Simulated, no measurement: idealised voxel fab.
Process module under the name voxel fin reveal
This is section cut - it's 155 nm across, gridded in 5 nm square cells.
For the purposes of this document, a cross-section shall be understood as a grid of square cells, specified as bands listed in top-to-bottom order, each band consisting of one or more rows of cells.
A band entry consists of two parts. The first gives the height of the band's top and the height of its bottom, in nm. The rest lists the band's materials from left to right, each with its width in nm. A single material labelled with the word "edge to edge" fills the band from edge to edge, and the word "blank" marks empty space.
Measure heights from 0. That's the level where, below it, the as-received wafer is all one material. The lowest band is bottomless and extends downward; write it as in "z 0 and below".
The notation "30->40" denotes a width that varies across the rows of cells in the band, beginning at the first number in the top row, finishing at the second number in the bottom row, and changing by an identical amount from each row to the next.
What does "remained the same" mean for a step? It means no cell of the cross-section changed in that step.
"Enclosed empty spaces" contains a list of empty spaces, each no smaller than 8 cells and without an open way to the top, written in the form width x height at distance with the distance from the left edge and all three in nm.
Anything after a step's settings on that line? It's the simulator's own note about the step.
"overlay nm" answers the question of how far to the right of plan the mask lay on a step that has a mask, and when it is negative the answer is to the left.

**Intended process steps**
1 RECEIVE,material Si
2 CONFORMAL_DEP,material SiN,thk nm 5
3 MASKED_ETCH,tone cover,mask id FINS,width nm 15,pitch nm 40,etch materials SiN,depth nm 5,overlay nm 0
4 MASKED_ETCH,tone cover,mask id FINS,width nm 15,pitch nm 40,etch materials Si,depth nm 35,overlay nm 0
5 OXIDIZE,depth nm 5
6 FILL_DEP,material SiO2,thk nm 10
7 CMP,height nm 5
8 SELECTIVE_ETCH,etch materials SiO2,depth nm 30
9 STRIP,etch materials SiN

**Cross-section of the wafer at receipt, which is the condition after step 1**
- z 0 and below: Si edge to edge
- Enclosed empty spaces: none

**End state of the module in cross-section, given the above starting point and plan and one mistake in execution**
- z 0 to -25: 35 of blank, then 5 of Si, then 35 of blank, then 5 of Si, then 35 of blank, then 5 of Si, then 35 of blank
- z -25 to -50: 35 of SiO2, then 5 of Si, then 35 of SiO2, then 5 of Si, then 35 of SiO2, then 5 of Si, then 35 of SiO2
- z -50 and below: Si edge to edge
- Enclosed empty spaces: none
What broke from the plan during processing? step 4 did not use the planned setting and instead ran as MASKED_ETCH,tone cover,mask id FINS,width nm 15,pitch nm 40,etch materials Si,depth nm 45,overlay nm 0
